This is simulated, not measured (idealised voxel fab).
Process module under the name voxel trench capacitor
This is section cut - it's 185 nm across, gridded in 5 nm square cells.
In what follows, cross-sections appear as grids of square cells, described through bands that run from the top down, where every band is one or more rows of cells. This entry defines a band. It first specifies the height of the band's top and the height of its bottom in nm, and then specifies the band's materials from left to right, stating each material with its width in nm. The word "all across" identifies a single material that fills the band from edge to edge, while the word "air" identifies empty space. Heads up on the height convention: 0 is the point under which the incoming wafer is all one material, and the lowest band has no bottom, it just keeps going down, like "top 0, no bottom". Top row gets the first number, bottom row gets the second, and each row in between changes by the same step: that is how a band width like "30->40" works. It should be understood that the words "no alterations made", when stated for a given step, signify that the cross-section underwent no change in any of its cells during that step. "Enclosed void listing": empty spaces of 8 cells or more with no open way to the top, each given as width x height at distance, distance from the left edge, all in nm. Heads up: the bit after the settings on a step's line is the simulator's remark on that step. On any step carrying a mask, the "overlay nm" setting, if present on the step's line, tells how far right of its planned place the mask lay; negative values point to the left.
THE PROCESS STEPS THAT WERE PLANNED ARE LISTED BELOW
1: op RECEIVE | material Si
2: op CONFORMAL_DEP | material SiN | thk nm 5
3: op DIRECTIONAL_DEP | material aC | thk nm 10
4: op PATTERN | tone open | mask id TRENCH | material resist | width nm 20 | pitch nm 45 | thk nm 25 | overlay nm 0
5: op DIRECTIONAL_ETCH | etch materials aC | depth nm 10
6: op STRIP | etch materials resist
7: op DIRECTIONAL_ETCH | etch materials SiN | depth nm 5
8: op DIRECTIONAL_ETCH | etch materials Si | depth nm 40
9: op STRIP | etch materials aC
10: op CONFORMAL_DEP | material Al2O3 | thk nm 5
11: op FILL_DEP | material polySi | thk nm 10
12: op CMP | height nm 5
CROSS-SECTION OF THE WAFER AT RECEIPT, WHICH IS THE CONDITION AFTER STEP 1
* top 0, no bottom  Si all across
* Enclosed void listing: none
WAFER CROSS-SECTION AT END OF MODULE: START AND PLAN AS SHOWN ABOVE, ONE EXECUTION ERROR
* top 5, bottom 0  15 SiN, 5 Al2O3, 10 polySi, 5 Al2O3, 25 SiN, 5 Al2O3, 10 polySi, 5 Al2O3, 25 SiN, 5 Al2O3, 10 polySi, 5 Al2O3, 25 SiN, 5 Al2O3, 10 polySi, 5 Al2O3, 15 SiN
* top 0, bottom -75  15 Si, 5 Al2O3, 10 polySi, 5 Al2O3, 25 Si, 5 Al2O3, 10 polySi, 5 Al2O3, 25 Si, 5 Al2O3, 10 polySi, 5 Al2O3, 25 Si, 5 Al2O3, 10 polySi, 5 Al2O3, 15 Si
* top -75, bottom -80  15 Si, 20 Al2O3, 25 Si, 20 Al2O3, 25 Si, 20 Al2O3, 25 Si, 20 Al2O3, 15 Si
* top -80, no bottom  Si all across
* Enclosed void listing: none
What was done differently from what was planned? step 8 in the plan was executed twice
